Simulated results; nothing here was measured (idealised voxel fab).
process module | voxel fin reveal
cross-section cut | 265 nm wide | cells 5 nm
A cross-section is a grid of square cells, given in bands from the top down. A band is one or more rows of cells.
Each band's line starts with the height of the band's top and of its bottom, in nm. Then come its materials from left to right, each with its width in nm. One material with "throughout" fills the band from edge to edge. "air" is empty space.
Height 0 is the level under which the wafer as received is all one material. The lowest band goes on downwards, as in "0 down".
A width such as "30 to 40" changes by the same amount from each row of cells to the next, from the band's top row to its bottom row.
"no change" after a step means that no cell of the cross-section changed.
closed voids: empty space of 8 cells or more with no open way to the top, each as width x height at its distance from the left edge, in nm
after a step's settings: what the simulator itself notes on the step
overlay nm, on a step with a mask: how far to the right of its planned place the mask lay; to the left if negative
plan
1 op RECEIVE | material Si
2 op CONFORMAL_DEP | material SiN | thk nm 5
3 op PATTERN | tone cover | mask id FINS | material resist | width nm 15 | pitch nm 45 | thk nm 15 | overlay nm 0
4 op DIRECTIONAL_ETCH | etch materials SiN | depth nm 5
5 op DIRECTIONAL_ETCH | etch materials Si | depth nm 30
6 op STRIP | etch materials resist
7 op OXIDIZE | depth nm 5
8 op FILL_DEP | material SiO2 | thk nm 15
9 op CMP | height nm 5
10 op SELECTIVE_ETCH | etch materials SiO2 | depth nm 15
11 op STRIP | etch materials SiN
12 op CONFORMAL_DEP | material SiO2 | thk nm 5
first wafer, as planned
as received, after step 1
  0 down: Si throughout
  closed voids: none
after step 2
  5 to 0: SiN throughout
  below 0: unchanged
after step 3
  20 to 5: air 55 | resist 15 | air 30 | resist 15 | air 30 | resist 15 | air 30 | resist 15 | air 60
  below 5: unchanged
after step 4
  20 to 5: air 55 | resist 15 | air 30 | resist 15 | air 30 | resist 15 | air 30 | resist 15 | air 60
  5 to 0: air 55 | SiN 15 | air 30 | SiN 15 | air 30 | SiN 15 | air 30 | SiN 15 | air 60
  below 0: unchanged
after step 5
  20 to 5: air 55 | resist 15 | air 30 | resist 15 | air 30 | resist 15 | air 30 | resist 15 | air 60
  5 to 0: air 55 | SiN 15 | air 30 | SiN 15 | air 30 | SiN 15 | air 30 | SiN 15 | air 60
  0 to -30: air 55 | Si 15 | air 30 | Si 15 | air 30 | Si 15 | air 30 | Si 15 | air 60
  below -30: unchanged
after step 6
  5 to 0: air 55 | SiN 15 | air 30 | SiN 15 | air 30 | SiN 15 | air 30 | SiN 15 | air 60
  below 0: unchanged
after step 7
  5 to 0: air 55 | SiN 15 | air 30 | SiN 15 | air 30 | SiN 15 | air 30 | SiN 15 | air 60
  0 to -30: air 55 | SiO2 5 | Si 5 | SiO2 5 | air 30 | SiO2 5 | Si 5 | SiO2 5 | air 30 | SiO2 5 | Si 5 | SiO2 5 | air 30 | SiO2 5 | Si 5 | SiO2 5 | air 60
  -30 to -35: SiO2 60 | Si 5 | SiO2 40 | Si 5 | SiO2 40 | Si 5 | SiO2 40 | Si 5 | SiO2 65
  below -35: unchanged
after step 8
  20 to 5: SiO2 throughout
  5 to 0: SiO2 55 | SiN 15 | SiO2 30 | SiN 15 | SiO2 30 | SiN 15 | SiO2 30 | SiN 15 | SiO2 60
  0 to -35: SiO2 60 | Si 5 | SiO2 40 | Si 5 | SiO2 40 | Si 5 | SiO2 40 | Si 5 | SiO2 65
  below -35: unchanged
after step 9
  5 to 0: SiO2 55 | SiN 15 | SiO2 30 | SiN 15 | SiO2 30 | SiN 15 | SiO2 30 | SiN 15 | SiO2 60
  below 0: unchanged
after step 10
  5 to 0: air 55 | SiN 15 | air 30 | SiN 15 | air 30 | SiN 15 | air 30 | SiN 15 | air 60
  0 to -10: air 60 | Si 5 | air 40 | Si 5 | air 40 | Si 5 | air 40 | Si 5 | air 65
  below -10: unchanged
after step 11
  0 to -10: air 60 | Si 5 | air 40 | Si 5 | air 40 | Si 5 | air 40 | Si 5 | air 65
  below -10: unchanged
after step 12
  5 to 0: air 55 | SiO2 15 | air 30 | SiO2 15 | air 30 | SiO2 15 | air 30 | SiO2 15 | air 60
  0 to -5: air 55 | SiO2 5 | Si 5 | SiO2 5 | air 30 | SiO2 5 | Si 5 | SiO2 5 | air 30 | SiO2 5 | Si 5 | SiO2 5 | air 30 | SiO2 5 | Si 5 | SiO2 5 | air 60
  -5 to -35: SiO2 60 | Si 5 | SiO2 40 | Si 5 | SiO2 40 | Si 5 | SiO2 40 | Si 5 | SiO2 65
  below -35: unchanged
second wafer: like start, like plan, one mistake. Through step 9 it matches the first wafer
when step 10 should have ended
  5 to 0: air 55 | SiN 15 | air 30 | SiN 15 | air 30 | SiN 15 | air 30 | SiN 15 | air 60
  0 to -20: air 60 | Si 5 | air 40 | Si 5 | air 40 | Si 5 | air 40 | Si 5 | air 65
  below -20: unchanged
when step 11 should have ended
  0 to -20: air 60 | Si 5 | air 40 | Si 5 | air 40 | Si 5 | air 40 | Si 5 | air 65
  below -20: unchanged
when step 12 should have ended
  5 to 0: air 55 | SiO2 15 | air 30 | SiO2 15 | air 30 | SiO2 15 | air 30 | SiO2 15 | air 60
  0 to -15: air 55 | SiO2 5 | Si 5 | SiO2 5 | air 30 | SiO2 5 | Si 5 | SiO2 5 | air 30 | SiO2 5 | Si 5 | SiO2 5 | air 30 | SiO2 5 | Si 5 | SiO2 5 | air 60
  -15 to -35: SiO2 60 | Si 5 | SiO2 40 | Si 5 | SiO2 40 | Si 5 | SiO2 40 | Si 5 | SiO2 65
  below -35: unchanged
what went wrong: step 10 ran as: op SELECTIVE_ETCH | etch materials SiO2 | depth nm 25
at the end the second wafer has, in cells: 82 fewer of SiO2
